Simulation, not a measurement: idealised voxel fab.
Herein follows the process module entitled voxel gate over fins.
Cross-sectional view cut (width: 260 nm; square cell size: 5 nm).
Bands, listed from the top down, are how a cross-section gets written in this document; the cross-section itself is a grid of square cells, and a band is one or more rows of them.
The entry gives the band's vertical extent as a top height and a bottom height in nm, then its horizontal make-up as materials from left to right, each with a width in nm. "empty" stands for empty space; a single material marked "full width" fills the band edge to edge.
Heads up on the height convention: 0 is the point under which the incoming wafer is all one material, and the lowest band has no bottom, it just keeps going down, like "0 and below".
The expression "30..40" gives the width at the extremes of the band, the first number at its top row of cells and the second at its bottom row, with the width changing by equal amounts from each row to the next in between.
Take "changes: none" at face value: in the step it is given for, the cross-section changed in none of its cells.
Entrapped void list: empty space of 8 cells or more with no open way to the top, each as width x height at its distance from the left edge, in nm
If you see something after the settings on a step's line, that's the simulator's own remark about that step.
For masked steps, "overlay nm" on the step line gives how far right of plan the mask actually lay; a minus sign means it lay to the left.
-- Steps planned for the process
- 1: RECEIVE with material Si
- 2: CONFORMAL_DEP with material SiN, thk nm 5
- 3: MASKED_ETCH with tone cover, mask id FINS, width nm 15, pitch nm 50, etch materials SiN, depth nm 5, overlay nm 0
- 4: MASKED_ETCH with tone cover, mask id FINS, width nm 15, pitch nm 50, etch materials Si, depth nm 35, overlay nm 0
- 5: OXIDIZE with depth nm 5
- 6: FILL_DEP with material SiO2, thk nm 15
- 7: CMP with height nm 5
- 8: MASKED_ETCH with tone open, mask id RAIL, width nm 15, etch materials SiO2, depth nm 35, overlay nm 0
- 9: CONFORMAL_DEP with material TiN, thk nm 5
- 10: FILL_DEP with material Ru, thk nm 5
- 11: CMP with height nm 5
- 12: SELECTIVE_ETCH with etch materials W Ru TiN, depth nm 20
- 13: FILL_DEP with material SiO2, thk nm 5
- 14: CMP with height nm 5
- 15: SELECTIVE_ETCH with etch materials SiO2, depth nm 15
- 16: STRIP with etch materials SiN
- 17: CONFORMAL_DEP with material HfO2, thk nm 5
- 18: CONFORMAL_DEP with material TiN, thk nm 5
- 19: CONFORMAL_DEP with material TiAl, thk nm 5
- 20: CONFORMAL_DEP with material TiN, thk nm 5
- 21: FILL_DEP with material W, thk nm 10
- 22: CMP with height nm 25
- 23: CONFORMAL_DEP with material SiCN, thk nm 5
-- Incoming wafer in cross-section (state: after step 1)
	0 and below = Si full width
	Entrapped void list: none
-- Cross-sectional result after module completion. Note: starting condition and plan are unchanged from above; one processing mistake was made
	30 down to 25 = SiCN full width
	25 down to 20 = W full width
	20 down to 15 = TiN full width
	15 down to 10 = TiAl full width
	10 down to 5 = TiN full width
	5 down to 0 = HfO2 full width
	0 down to -15 = SiO2=50  Si=5  SiO2=45  Si=5  SiO2=45  Si=5  SiO2=45  Si=5  SiO2=55
	-15 down to -25 = SiO2=50  Si=5  SiO2=15  TiN=5  Ru=5  TiN=5  SiO2=15  Si=5  SiO2=45  Si=5  SiO2=45  Si=5  SiO2=55
	-25 down to -30 = SiO2=50  Si=5  SiO2=15  TiN=15  SiO2=15  Si=5  SiO2=45  Si=5  SiO2=45  Si=5  SiO2=55
	-30 down to -40 = SiO2=50  Si=5  SiO2=45  Si=5  SiO2=45  Si=5  SiO2=45  Si=5  SiO2=55
	-40 and below = Si full width
	Entrapped void list: none
What was the processing mistake? the process deviated at step 15: the operation and settings actually run there were SELECTIVE_ETCH with etch materials SiO2, depth nm 5
